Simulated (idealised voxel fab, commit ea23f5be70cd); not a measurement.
process module | voxel capacitor over wiring
cross-section cut | 265 nm wide | cells 5 nm
A cross-section is a grid of square cells, given in bands from the top down. A band is one or more rows of cells.
Each band's line starts with the height of the band's top and of its bottom, in nm. Then come its materials from left to right, each with its width in nm. One material with "throughout" fills the band from edge to edge. "air" is empty space.
Height 0 is the level under which the wafer as received is all one material. The lowest band goes on downwards, as in "0 down".
A width such as "30 to 40" changes by the same amount from each row of cells to the next, from the band's top row to its bottom row.
"no change" after a step means that no cell of the cross-section changed.
closed voids: empty space of 8 cells or more with no open way to the top, each as width x height at its distance from the left edge, in nm
after a step's settings: what the simulator itself notes on the step
overlay nm, on a step with a mask: how far to the right of its planned place the mask lay; to the left if negative
plan
1 op RECEIVE | material Si
2 op CONFORMAL_DEP | material SiO2 | thk nm 15
3 op DIRECTIONAL_DEP | material TiN | thk nm 5
4 op DIRECTIONAL_DEP | material W | thk nm 15
5 op DIRECTIONAL_DEP | material aC | thk nm 10
6 op PATTERN | tone cover | mask id METAL_1 | material resist | width nm 25 | pitch nm 90 | thk nm 25 | overlay nm 0
7 op DIRECTIONAL_ETCH | etch materials aC | depth nm 10
8 op STRIP | etch materials resist
9 op DIRECTIONAL_ETCH | etch materials W | depth nm 15
10 op DIRECTIONAL_ETCH | etch materials TiN | depth nm 5
11 op STRIP | etch materials aC
12 op CONFORMAL_DEP | material SiN | thk nm 5
13 op FILL_DEP | material SiO2 | thk nm 5
14 op CMP | height nm 35
15 op CONFORMAL_DEP | material SiCN | thk nm 5
16 op DIRECTIONAL_DEP | material lowk | thk nm 10
17 op MASKED_ETCH | tone open | mask id PLUG_1 | width nm 15 | etch materials lowk | depth nm 10 | overlay nm 0
18 op MASKED_ETCH | tone open | mask id PLUG_1 | width nm 15 | etch materials SiCN | depth nm 5 | overlay nm 0
19 op CONFORMAL_DEP | material TiN | thk nm 5
20 op FILL_DEP | material Cu | thk nm 5
21 op CMP | height nm 50
22 op DIRECTIONAL_DEP | material TiN | thk nm 10
23 op DIRECTIONAL_DEP | material SiN | thk nm 5
24 op DIRECTIONAL_DEP | material TiN | thk nm 10
25 op MASKED_ETCH | tone cover | mask id UPPER_PLATE | width nm 70 | etch materials TiN | depth nm 10 | overlay nm 0
26 op MASKED_ETCH | tone cover | mask id UPPER_PLATE | width nm 70 | etch materials SiN | depth nm 5 | overlay nm 0
27 op DIRECTIONAL_DEP | material aC | thk nm 10
28 op PATTERN | tone cover | mask id LOWER_PLATE | material resist | width nm 80 | thk nm 30 | overlay nm 0
29 op DIRECTIONAL_ETCH | etch materials aC | depth nm 10
30 op STRIP | etch materials resist
31 op DIRECTIONAL_ETCH | etch materials TiN | depth nm 10
32 op STRIP | etch materials aC
33 op FILL_DEP | material SiO2 | thk nm 15
34 op CMP | height nm 85
35 op PATTERN | tone open | mask id PLUG_2 | material resist | width nm 15 | thk nm 15 | overlay nm 0
36 op DIRECTIONAL_ETCH | etch materials SiO2 | depth nm 10
37 op STRIP | etch materials resist
38 op CONFORMAL_DEP | material TiN | thk nm 5
39 op FILL_DEP | material W | thk nm 5
40 op CMP | height nm 85
41 op CONFORMAL_DEP | material SiCN | thk nm 5
as received, after step 1
  0 down: Si throughout
  closed voids: none
a wafer at the end: this start, this plan, one mistake
  90 to 85: SiCN throughout
  85 to 80: SiO2 95 | TiN 5 | W 5 | TiN 5 | SiO2 155
  80 to 75: SiO2 95 | TiN 15 | SiO2 155
  75 to 65: SiO2 85 | TiN 70 | SiO2 110
  65 to 60: SiO2 85 | SiN 70 | SiO2 110
  60 to 50: SiO2 80 | TiN 80 | SiO2 105
  50 to 45: Cu throughout
  45 to 40: TiN 90 | Cu 5 | TiN 170
  40 to 35: SiCN 85 | TiN 15 | SiCN 165
  35 to 20: SiO2 70 | SiN 5 | W 25 | SiN 5 | SiO2 55 | SiN 5 | W 25 | SiN 5 | SiO2 70
  20 to 15: SiN 75 | TiN 25 | SiN 65 | TiN 25 | SiN 75
  15 to 0: SiO2 throughout
  0 down: Si throughout
  closed voids: none
what went wrong: step 16 was left out
